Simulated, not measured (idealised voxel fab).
Process module heading - voxel self aligned vias
Square cells of 5 nm make up the cross-section cut, whose width is 210 nm.
Format of a cross-section: grid, square cells. Given as bands. Order: top down. Band: one or more rows of cells.
This entry defines a band. It first specifies the height of the band's top and the height of its bottom in nm, and then specifies the band's materials from left to right, stating each material with its width in nm. The word "throughout" identifies a single material that fills the band from edge to edge, while the word "blank" identifies empty space.
For the purposes of this specification, 0 denotes the height below which the wafer in its as-received condition is composed wholly of one material, and the lowermost band, lacking a lower limit, extends downward without end, as expressed in "from 0 down".
You'd read "30..40" like this: the band's top row of cells is as wide as the first number, its bottom row is as wide as the second, and going down, every row changes width by the same amount as the row before did.
The cross-section has no changed cell in any step marked "no change occurred".
"Closed internal voids" contains a list of empty spaces, each no smaller than 8 cells and without an open way to the top, written in the form width x height at distance with the distance from the left edge and all three in nm.
On a step's line, text after the settings is the simulator commenting on that step.
overlay nm: how far to the right of its planned place the mask lay on this masked step (negative: to the left).
**Listed below are the process steps as planned**
- 1: RECEIVE | material Si
- 2: CONFORMAL_DEP | material SiO2 | thk nm 10
- 3: CONFORMAL_DEP | material SiCN | thk nm 5
- 4: DIRECTIONAL_DEP | material lowk | thk nm 25
- 5: PATTERN | tone open | mask id LINES | material resist | width nm 25 | pitch nm 55 | thk nm 15 | overlay nm 0
- 6: DIRECTIONAL_ETCH | etch materials lowk | depth nm 25
- 7: STRIP | etch materials resist
- 8: CONFORMAL_DEP | material TiN | thk nm 5
- 9: FILL_DEP | material Ru | thk nm 5
- 10: CMP | height nm 40
- 11: SELECTIVE_ETCH | etch materials W Ru TiN | depth nm 10
- 12: FILL_DEP | material SiN | thk nm 5
- 13: CMP | height nm 40
- 14: DIRECTIONAL_DEP | material lowk | thk nm 20
- 15: MASKED_ETCH | tone open | mask id VIAS | width nm 35 | pitch nm 55 | etch materials lowk | depth nm 20 | overlay nm 0
- 16: MASKED_ETCH | tone open | mask id VIAS | width nm 35 | pitch nm 55 | etch materials SiN | depth nm 10 | overlay nm 0
- 17: CONFORMAL_DEP | material TiN | thk nm 5
- 18: FILL_DEP | material Ru | thk nm 5
- 19: CMP | height nm 60
- 20: CONFORMAL_DEP | material SiN | thk nm 5
**So this is the incoming wafer in cross-section - it's already been through step 1**
  from 0 down = Si throughout
  Closed internal voids: none
**Cross-section at module end, one run error; start and plan unchanged from above**
  from 65 to 60 = SiN throughout
  from 60 to 35 = 30 lowk, then 5 TiN, then 25 Ru, then 5 TiN, then 20 lowk, then 5 TiN, then 25 Ru, then 5 TiN, then 20 lowk, then 5 TiN, then 25 Ru, then 5 TiN, then 35 lowk
  from 35 to 30 = 30 lowk, then 35 TiN, then 20 lowk, then 35 TiN, then 20 lowk, then 35 TiN, then 35 lowk
  from 30 to 20 = 30 lowk, then 10 TiN, then 15 Ru, then 10 TiN, then 20 lowk, then 10 TiN, then 15 Ru, then 10 TiN, then 20 lowk, then 10 TiN, then 15 Ru, then 10 TiN, then 35 lowk
  from 20 to 15 = 35 lowk, then 25 TiN, then 30 lowk, then 25 TiN, then 30 lowk, then 25 TiN, then 40 lowk
  from 15 to 10 = SiCN throughout
  from 10 to 0 = SiO2 throughout
  from 0 down = Si throughout
  Closed internal voids: none
Misprocessing identified: plan step 15 ran twice
